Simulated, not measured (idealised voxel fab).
Presented below is a process module, voxel plated lines.
Xsec cut, 260 nm wide, square cell size 5 nm.
How to read a cross-section here: the picture is a grid of square cells, written as bands going from the top down, and any band can span one or more rows of cells.
Within each band entry, the heights of the top and of the bottom of the band appear first, in that order and in nm; the materials of the band then follow from left to right, each with its corresponding width in nm. The designation "everywhere" on a single material indicates that it fills the band from edge to edge; the designation "air" indicates empty space.
Height reference: 0 = level under which incoming wafer is all one material. Lowest band: no bottom, runs on downward, e.g. "from 0 down".
Think of "30..40" as a width that walks from the first number to the second as you go down the band, top row to bottom row, taking equal-sized steps from row to row.
Where the words "no modification" appear for a step, the cross-section shows no cell changed by that step; every cell remained as before.
Each empty space that has no open way to the top and spans at least 8 cells appears under "Trapped void list" as width x height at distance, the distance counted from the left edge, all in nm.
Step line, after settings: the simulator's comment on this step.
For masked steps, "overlay nm" on the step line gives how far right of plan the mask actually lay; a minus sign means it lay to the left.

Intended process steps:
| 1 | RECEIVE (material Si) |
| 2 | CONFORMAL_DEP (material Al2O3; thk nm 10) |
| 3 | DIRECTIONAL_DEP (material TiN; thk nm 5) |
| 4 | PATTERN (tone open; mask id LINES; material resist; width nm 20; pitch nm 40; thk nm 35; overlay nm 0) |
| 5 | EPI (material Ru; thk nm 10) |
| 6 | EPI (material Ru; thk nm 5) |
| 7 | EPI (material Ru; thk nm 10) |
| 8 | STRIP (etch materials resist) |
| 9 | DIRECTIONAL_ETCH (etch materials TiN; depth nm 5) |
| 10 | CONFORMAL_DEP (material SiO2; thk nm 10) |

First of two wafers - as planned:

Shown in cross-section is the wafer as received, that is, as it stands after step 1:
  from 0 down | Si everywhere
  Trapped void list: none

After step 2, in cross-section:
  from 10 to 0 | Al2O3 everywhere
  Below 0 it's all the same as before, nothing changed down there.

After step 3, in cross-section:
  from 15 to 10 | TiN everywhere
  Below 10 it's all the same as before, nothing changed down there.

After step 4, in cross-section:
  from 50 to 15 | 60 of resist; 20 of air; 20 of resist; 20 of air; 20 of resist; 20 of air; 20 of resist; 20 of air; 60 of resist
  Below 15 it's all the same as before, nothing changed down there.

After step 5, in cross-section:
  from 50 to 25 | 60 of resist; 20 of air; 20 of resist; 20 of air; 20 of resist; 20 of air; 20 of resist; 20 of air; 60 of resist
  from 25 to 15 | 60 of resist; 20 of Ru; 20 of resist; 20 of Ru; 20 of resist; 20 of Ru; 20 of resist; 20 of Ru; 60 of resist
  Below 15 it's all the same as before, nothing changed down there.

After step 6, in cross-section:
  from 50 to 30 | 60 of resist; 20 of air; 20 of resist; 20 of air; 20 of resist; 20 of air; 20 of resist; 20 of air; 60 of resist
  from 30 to 15 | 60 of resist; 20 of Ru; 20 of resist; 20 of Ru; 20 of resist; 20 of Ru; 20 of resist; 20 of Ru; 60 of resist
  Below 15 it's all the same as before, nothing changed down there.

After step 7, in cross-section:
  from 50 to 40 | 60 of resist; 20 of air; 20 of resist; 20 of air; 20 of resist; 20 of air; 20 of resist; 20 of air; 60 of resist
  from 40 to 15 | 60 of resist; 20 of Ru; 20 of resist; 20 of Ru; 20 of resist; 20 of Ru; 20 of resist; 20 of Ru; 60 of resist
  Below 15 it's all the same as before, nothing changed down there.

After step 8, in cross-section:
  from 40 to 15 | 60 of air; 20 of Ru; 20 of air; 20 of Ru; 20 of air; 20 of Ru; 20 of air; 20 of Ru; 60 of air
  Below 15 it's all the same as before, nothing changed down there.

After step 9, in cross-section:
  from 40 to 15 | 60 of air; 20 of Ru; 20 of air; 20 of Ru; 20 of air; 20 of Ru; 20 of air; 20 of Ru; 60 of air
  from 15 to 10 | 60 of air; 20 of TiN; 20 of air; 20 of TiN; 20 of air; 20 of TiN; 20 of air; 20 of TiN; 60 of air
  Below 10 it's all the same as before, nothing changed down there.

After step 10, in cross-section:
  from 50 to 40 | 50 of air; 160 of SiO2; 50 of air
  from 40 to 20 | 50 of air; 10 of SiO2; 20 of Ru; 20 of SiO2; 20 of Ru; 20 of SiO2; 20 of Ru; 20 of SiO2; 20 of Ru; 10 of SiO2; 50 of air
  from 20 to 15 | 60 of SiO2; 20 of Ru; 20 of SiO2; 20 of Ru; 20 of SiO2; 20 of Ru; 20 of SiO2; 20 of Ru; 60 of SiO2
  from 15 to 10 | 60 of SiO2; 20 of TiN; 20 of SiO2; 20 of TiN; 20 of SiO2; 20 of TiN; 20 of SiO2; 20 of TiN; 60 of SiO2
  Below 10 it's all the same as before, nothing changed down there.

It is to be noted that the second wafer proceeded from the same initial state and according to the same plan as the first, although one mistake was committed in its execution; through step 2, inclusive, the two wafers share an identical history:

Second wafer, section view, time point: scheduled end of step 3:
  from 15 to 10 | SiO2 everywhere
  Below 10 it's all the same as before, nothing changed down there.

Second wafer, section view, time point: scheduled end of step 4:
  from 50 to 15 | 60 of resist; 20 of air; 20 of resist; 20 of air; 20 of resist; 20 of air; 20 of resist; 20 of air; 60 of resist
  Below 15 it's all the same as before, nothing changed down there.

Second wafer, section view, time point: scheduled end of step 5: no modification

Second wafer, section view, time point: scheduled end of step 6: no modification

Second wafer, section view, time point: scheduled end of step 7: no modification

Second wafer, section view, time point: scheduled end of step 8:
  from 15 to 10 | SiO2 everywhere
  Below 10 it's all the same as before, nothing changed down there.

Second wafer, section view, time point: scheduled end of step 9: no modification

Second wafer, section view, time point: scheduled end of step 10:
  from 25 to 10 | SiO2 everywhere
  Below 10 it's all the same as before, nothing changed down there.
Which mistake was made when the wafer was run? not per plan at step 3, really ran DIRECTIONAL_DEP (material SiO2; thk nm 5)
In the final state, the cell counts of the second wafer exceed or fall short of those of the first for the following materials: 80 fewer of Ru | 44 fewer of SiO2 | 16 fewer of TiN
